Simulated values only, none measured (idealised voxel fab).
process module | voxel quadruple lines
cross-section cut | 215 nm wide | cells 5 nm
A cross-section is a grid of square cells, given in bands from the top down. A band is one or more rows of cells.
Each band's line starts with the height of the band's top and of its bottom, in nm. Then come its materials from left to right, each with its width in nm. One material with "throughout" fills the band from edge to edge. "air" is empty space.
Height 0 is the level under which the wafer as received is all one material. The lowest band goes on downwards, as in "0 down".
A width such as "30 to 40" changes by the same amount from each row of cells to the next, from the band's top row to its bottom row.
"no change" after a step means that no cell of the cross-section changed.
closed voids: empty space of 8 cells or more with no open way to the top, each as width x height at its distance from the left edge, in nm
after a step's settings: what the simulator itself notes on the step
overlay nm, on a step with a mask: how far to the right of its planned place the mask lay; to the left if negative
plan
1 op RECEIVE | material Si
2 op CONFORMAL_DEP | material Al2O3 | thk nm 5
3 op DIRECTIONAL_DEP | material TiN | thk nm 15
4 op DIRECTIONAL_DEP | material polySi | thk nm 15
5 op DIRECTIONAL_DEP | material aC | thk nm 20
6 op PATTERN | tone cover | mask id MANDREL | material resist | width nm 20 | thk nm 30 | overlay nm 0
7 op DIRECTIONAL_ETCH | etch materials aC | depth nm 20
8 op STRIP | etch materials resist
9 op CONFORMAL_DEP | material SiO2 | thk nm 10
10 op DIRECTIONAL_ETCH | etch materials SiO2 | depth nm 10
11 op STRIP | etch materials aC
12 op DIRECTIONAL_ETCH | etch materials polySi | depth nm 15
13 op STRIP | etch materials SiO2
14 op CONFORMAL_DEP | material SiCN | thk nm 5
15 op DIRECTIONAL_ETCH | etch materials SiCN | depth nm 5
16 op STRIP | etch materials polySi
17 op DIRECTIONAL_ETCH | etch materials TiN | depth nm 15
18 op STRIP | etch materials SiCN
as received, after step 1
  0 down: Si throughout
  closed voids: none
first wafer at the end, as planned
  20 to 5: air 80 | TiN 5 | air 10 | TiN 5 | air 10 | TiN 5 | air 10 | TiN 5 | air 85
  5 to 0: Al2O3 throughout
  0 down: Si throughout
  closed voids: none
second wafer at the end: like start, like plan, one mistake
  25 to 10: air 80 | TiN 5 | air 10 | TiN 5 | air 10 | TiN 5 | air 10 | TiN 5 | air 85
  10 to 5: TiN throughout
  5 to 0: Al2O3 throughout
  0 down: Si throughout
  closed voids: none
what went wrong: step 3 ran as: op DIRECTIONAL_DEP | material TiN | thk nm 20
at the end the second wafer has, in cells: 43 more of TiN
